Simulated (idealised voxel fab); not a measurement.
process module | voxel fin reveal
cross-section cut | 170 nm wide | cells 5 nm
A cross-section is a grid of square cells, given in bands from the top down. A band is one or more rows of cells.
Each band's line starts with the height of the band's top and of its bottom, in nm. Then come its materials from left to right, each with its width in nm. One material with "throughout" fills the band from edge to edge. "air" is empty space.
Height 0 is the level under which the wafer as received is all one material. The lowest band goes on downwards, as in "0 down".
A width such as "30 to 40" changes by the same amount from each row of cells to the next, from the band's top row to its bottom row.
"no change" after a step means that no cell of the cross-section changed.
closed voids: empty space of 8 cells or more with no open way to the top, each as width x height at its distance from the left edge, in nm
after a step's settings: what the simulator itself notes on the step
overlay nm, on a step with a mask: how far to the right of its planned place the mask lay; to the left if negative
plan
1 op RECEIVE | material Si
2 op CONFORMAL_DEP | material SiN | thk nm 5
3 op PATTERN | tone cover | mask id FINS | material resist | width nm 15 | pitch nm 40 | thk nm 20 | overlay nm 0
4 op DIRECTIONAL_ETCH | etch materials SiN | depth nm 5
5 op DIRECTIONAL_ETCH | etch materials Si | depth nm 35
6 op STRIP | etch materials resist
7 op FILL_DEP | material SiO2 | thk nm 15
8 op CMP | height nm 5
9 op SELECTIVE_ETCH | etch materials SiO2 | depth nm 20
10 op STRIP | etch materials SiN
first wafer, as planned
as received, after step 1
  0 down: Si throughout
  closed voids: none
after step 2
  5 to 0: SiN throughout
  below 0: unchanged
after step 3
  25 to 5: air 55 | resist 15 | air 25 | resist 15 | air 60
  below 5: unchanged
after step 4
  25 to 5: air 55 | resist 15 | air 25 | resist 15 | air 60
  5 to 0: air 55 | SiN 15 | air 25 | SiN 15 | air 60
  below 0: unchanged
after step 5
  25 to 5: air 55 | resist 15 | air 25 | resist 15 | air 60
  5 to 0: air 55 | SiN 15 | air 25 | SiN 15 | air 60
  0 to -35: air 55 | Si 15 | air 25 | Si 15 | air 60
  below -35: unchanged
after step 6
  5 to 0: air 55 | SiN 15 | air 25 | SiN 15 | air 60
  below 0: unchanged
after step 7
  20 to 5: SiO2 throughout
  5 to 0: SiO2 55 | SiN 15 | SiO2 25 | SiN 15 | SiO2 60
  0 to -35: SiO2 55 | Si 15 | SiO2 25 | Si 15 | SiO2 60
  below -35: unchanged
after step 8
  5 to 0: SiO2 55 | SiN 15 | SiO2 25 | SiN 15 | SiO2 60
  below 0: unchanged
after step 9
  5 to 0: air 55 | SiN 15 | air 25 | SiN 15 | air 60
  0 to -15: air 55 | Si 15 | air 25 | Si 15 | air 60
  below -15: unchanged
after step 10
  0 to -15: air 55 | Si 15 | air 25 | Si 15 | air 60
  below -15: unchanged
second wafer: like start, like plan, one mistake. Through step 9 it matches the first wafer
when step 10 should have ended
  5 to 0: air 55 | SiN 15 | air 25 | SiN 15 | air 60
  0 to -35: air 55 | Si 15 | air 25 | Si 15 | air 60
  below -35: unchanged
what went wrong: step 10 ran as: op STRIP | etch materials SiO2
at the end the second wafer has, in cells: 6 more of SiN | 112 fewer of SiO2
